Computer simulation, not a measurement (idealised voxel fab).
You're looking at the process module voxel transistor to metal.
This is section cut - it's 270 nm across, gridded in 5 nm square cells.
In what follows, cross-sections appear as grids of square cells, described through bands that run from the top down, where every band is one or more rows of cells.
Band entry format. Leading values: height of top, height of bottom, nm. Remainder: materials in left-to-right order, each with its width in nm. Special words: "all across" on a single material, which then fills the band edge to edge; "empty", empty space.
For the purposes of this specification, 0 denotes the height below which the wafer in its as-received condition is composed wholly of one material, and the lowermost band, lacking a lower limit, extends downward without end, as expressed in "0 -> down".
Note: "30..40" means the width goes from the first number (top row of the band) to the second number (bottom row) in equal steps per row of cells.
Step note "nothing altered" = no cross-section cell changed.
You'll see "Tabulated closed voids" listing empty spaces that have no way open to the top, as long as they're 8 cells or more; the notation is width x height at distance, where the distance is from the left edge, and all of it is in nm.
Heads up: the bit after the settings on a step's line is the simulator's remark on that step.
If you see "overlay nm" on a step's line and that step has a mask, it's telling you how far right of where it was planned the mask ended up; a negative number means it went left instead.
THE STEPS PLANNED FOR THE PROCESS ARE AS FOLLOWS
step 1: RECEIVE (material Si)
step 2: OXIDIZE (depth nm 5)
step 3: CONFORMAL_DEP (material SiN; thk nm 10)
step 4: MASKED_ETCH (tone cover; mask id ACTIVE; width nm 110; pitch nm 130; etch materials SiN; depth nm 10; overlay nm 0)
step 5: MASKED_ETCH (tone cover; mask id ACTIVE; width nm 110; pitch nm 130; etch materials SiO2; depth nm 5; overlay nm 0)
step 6: MASKED_ETCH (tone cover; mask id ACTIVE; width nm 110; pitch nm 130; etch materials Si; depth nm 20; overlay nm 0)
step 7: FILL_DEP (material SiO2; thk nm 5)
step 8: CMP (height nm 10)
step 9: SELECTIVE_ETCH (etch materials SiO2; depth nm 5)
step 10: STRIP (etch materials SiN)
step 11: SELECTIVE_ETCH (etch materials SiO2; depth nm 5)
step 12: OXIDIZE (depth nm 5)
step 13: DIRECTIONAL_DEP (material polySi; thk nm 25)
step 14: DIRECTIONAL_DEP (material SiCN; thk nm 10)
step 15: PATTERN (tone cover; mask id GATE; material resist; width nm 20; pitch nm 130; thk nm 20; overlay nm 0)
step 16: DIRECTIONAL_ETCH (etch materials SiCN; depth nm 20)
step 17: DIRECTIONAL_ETCH (etch materials polySi; depth nm 35)
step 18: STRIP (etch materials resist)
step 19: CONFORMAL_DEP (material SiN; thk nm 5)
step 20: DIRECTIONAL_ETCH (etch materials SiN; depth nm 5)
step 21: DIRECTIONAL_ETCH (etch materials SiO2; depth nm 5)
step 22: EPI (material SiGe; thk nm 5)
step 23: FILL_DEP (material SiO2; thk nm 10)
step 24: CMP (height nm 30)
step 25: DIRECTIONAL_DEP (material SiO2; thk nm 10)
step 26: PATTERN (tone open; mask id CONTACT; material resist; width nm 30; thk nm 20; overlay nm 0)
step 27: DIRECTIONAL_ETCH (etch materials SiO2; depth nm 45)
step 28: STRIP (etch materials resist)
step 29: CONFORMAL_DEP (material TiN; thk nm 5)
step 30: FILL_DEP (material Ru; thk nm 10)
step 31: CMP (height nm 40)
step 32: DIRECTIONAL_DEP (material TiN; thk nm 5)
step 33: DIRECTIONAL_DEP (material W; thk nm 15)
step 34: PATTERN (tone cover; mask id METAL_1; material resist; width nm 20; thk nm 15; overlay nm 0)
step 35: DIRECTIONAL_ETCH (etch materials W; depth nm 15)
step 36: DIRECTIONAL_ETCH (etch materials TiN; depth nm 5)
step 37: STRIP (etch materials resist)
step 38: CONFORMAL_DEP (material SiN; thk nm 5)
step 39: FILL_DEP (material SiO2; thk nm 5)
step 40: CMP (height nm 60)
step 41: CONFORMAL_DEP (material SiN; thk nm 5)
CROSS-SECTION: WAFER ON ARRIVAL = AFTER STEP 1
* 0 -> down = Si all across
* Tabulated closed voids: none
CROSS-SECTION AT MODULE END, ONE RUN ERROR; START AND PLAN UNCHANGED FROM ABOVE
* 65 -> 60 = SiN all across
* 60 -> 45 = SiO2 20; SiN 5; W 20; SiN 5; SiO2 40; SiN 5; W 20; SiN 5; SiO2 30; SiN 5; W 20; SiN 5; SiO2 40; SiN 5; W 20; SiN 5; SiO2 20
* 45 -> 40 = SiN 25; TiN 20; SiN 50; TiN 20; SiN 40; TiN 20; SiN 50; TiN 20; SiN 25
* 40 -> 30 = SiO2 25; TiN 5; Ru 20; TiN 5; SiO2 30; TiN 5; Ru 20; TiN 5; SiO2 40; TiN 5; Ru 20; TiN 5; SiO2 30; TiN 5; Ru 20; TiN 5; SiO2 25
* 30 -> 25 = SiO2 25; TiN 5; Ru 20; TiN 5; SiN 5; SiCN 20; SiN 5; TiN 5; Ru 20; TiN 5; SiO2 40; TiN 5; Ru 20; TiN 5; SiN 5; SiCN 20; SiN 5; TiN 5; Ru 20; TiN 5; SiO2 25
* 25 -> 5 = SiO2 25; TiN 5; Ru 20; TiN 5; SiN 5; polySi 20; SiN 5; TiN 5; Ru 20; TiN 5; SiO2 40; TiN 5; Ru 20; TiN 5; SiN 5; polySi 20; SiN 5; TiN 5; Ru 20; TiN 5; SiO2 25
* 5 -> 0 = SiO2 25; TiN 30; SiN 5; polySi 20; SiN 5; TiN 30; SiO2 40; TiN 30; SiN 5; polySi 20; SiN 5; TiN 30; SiO2 25
* 0 -> -5 = SiO2 10; SiGe 45; SiO2 30; SiGe 45; SiO2 10; SiGe 45; SiO2 30; SiGe 45; SiO2 10
* -5 -> -25 = SiO2 15; Si 110; SiO2 20; Si 110; SiO2 15
* -25 -> down = Si all across
* Tabulated closed voids: none
So what did we get wrong on this run? contrary to the plan, steps 10 and 11 were processed in exchanged order
